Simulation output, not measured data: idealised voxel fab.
Process module, titled voxel lift off
It is cross-section cut that appears here, measuring 260 nm in width, its square cells being 5 nm in size.
A cross-section is a grid of square cells, given in bands from the top down. A band is one or more rows of cells. What a band's entry tells you: where the top is and where the bottom is, as heights in nm, and after that what lies inside, material by material from left to right, each with its width in nm. Empty space is written as the word "blank", and a single material marked with the word "edge to edge" occupies the band from edge to edge. Heads up on the height convention: 0 is the point under which the incoming wafer is all one material, and the lowest band has no bottom, it just keeps going down, like "0..down". So if you see something like "30 to 40" for the width, read it as the top row of the band sitting at the first number and the bottom row at the second, with every row in between moving by the same amount as the last. Where the words "no alterations made" appear for a step, the cross-section shows no cell changed by that step; every cell remained as before. You'll see "Unvented internal voids" listing empty spaces that have no way open to the top, as long as they're 8 cells or more; the notation is width x height at distance, where the distance is from the left edge, and all of it is in nm. Text after the settings on a step's line: the simulator's own remark on that step. For masked steps, "overlay nm" on the step line gives how far right of plan the mask actually lay; a minus sign means it lay to the left.
[The process steps that were planned are listed below]
1 RECEIVE with material Si
2 CONFORMAL_DEP with material SiO2, thk nm 5
3 PATTERN with tone open, mask id LINES, material resist, width nm 25, pitch nm 45, thk nm 20, overlay nm 0
4 DIRECTIONAL_DEP with material Ru, thk nm 10
5 STRIP with etch materials resist
6 CONFORMAL_DEP with material SiCN, thk nm 10
[Cross-section of the wafer at receipt, which is the condition after step 1]
  0..down = Si edge to edge
  Unvented internal voids: none
[Result of the module, cross-sectioned: start per above, plan per above, one error in how it was run]
  25..15 = SiCN=80 | blank=5 | SiCN=40 | blank=5 | SiCN=40 | blank=5 | SiCN=85
  15..5 = Ru=70 | SiCN=25 | Ru=20 | SiCN=25 | Ru=20 | SiCN=25 | Ru=75
  5..0 = SiO2 edge to edge
  0..down = Si edge to edge
  Unvented internal voids: none
Processing error: step 3 went in with a setting other than planned; the actual run was PATTERN with tone cover, mask id LINES, material resist, width nm 25, pitch nm 45, thk nm 20, overlay nm 0
